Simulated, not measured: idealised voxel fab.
Process module name: voxel plated lines
Section cut is 225 nm wide and gridded with 5 nm square cells.
A cross-section in this document is a grid of square cells, and it is written down as bands, the top band listed before the ones below it; a band is made up of one or more rows of cells.
First you get the band's top height and its bottom height, in nm, and then the materials it's made of, left to right, with each width in nm. If you see a single material with "full width", that one covers the band edge to edge. "blank" is empty space.
Below 0: as-received wafer, all one material; heights counted from there. Lowest band: no bottom, goes on down, written "0 nm and below".
Width: "30..40" (first number = top row, second number = bottom row, same change from row to row of cells).
No cell of the cross-section changed in a step that is given as "no alterations made".
Reported under the label "Closed void register" are the empty spaces having no open way to the top and comprising 8 cells or more; the notation for each is width x height at distance, in which the distance is measured from the left edge and all three values are in nm.
Read whatever lies past the settings on a step's line as the simulator's own remark about the step.
overlay nm, on a step with a mask: how far to the right of its planned place the mask lay; to the left if negative
**Below is the list of planned process steps**
1,RECEIVE | material Si
2,CONFORMAL_DEP | material SiO2 | thk nm 10
3,DIRECTIONAL_DEP | material TiN | thk nm 5
4,PATTERN | tone open | mask id LINES | material resist | width nm 15 | pitch nm 35 | thk nm 20 | overlay nm 0
5,EPI | material Ru | thk nm 5
6,STRIP | etch materials resist
7,DIRECTIONAL_ETCH | etch materials TiN | depth nm 5
8,CONFORMAL_DEP | material SiO2 | thk nm 5
Where the wafers of this document differ is in the thk nm of step 8; they start out the same, and the plan states the value that applied to the first wafer.
**Cross-sectional view of the first of several wafers in the as-received condition, corresponding to the state following step 1**
0 nm and below | Si full width
Closed void register: none
**Tabulated below, wafer by wafer, are the end-of-module results: for each material, the number of cells gained (+) or lost (-) relative to the as-received state, followed by the closed voids**
thk nm 5 | +12 Ru | +151 SiO2 | +12 TiN | Closed void register: none
thk nm 10 | +12 Ru | +212 SiO2 | +12 TiN | Closed void register: none
thk nm 15 | +12 Ru | +261 SiO2 | +12 TiN | Closed void register: none
thk nm 20 | +12 Ru | +310 SiO2 | +12 TiN | Closed void register: none
thk nm 25 | +12 Ru | +359 SiO2 | +12 TiN | Closed void register: none
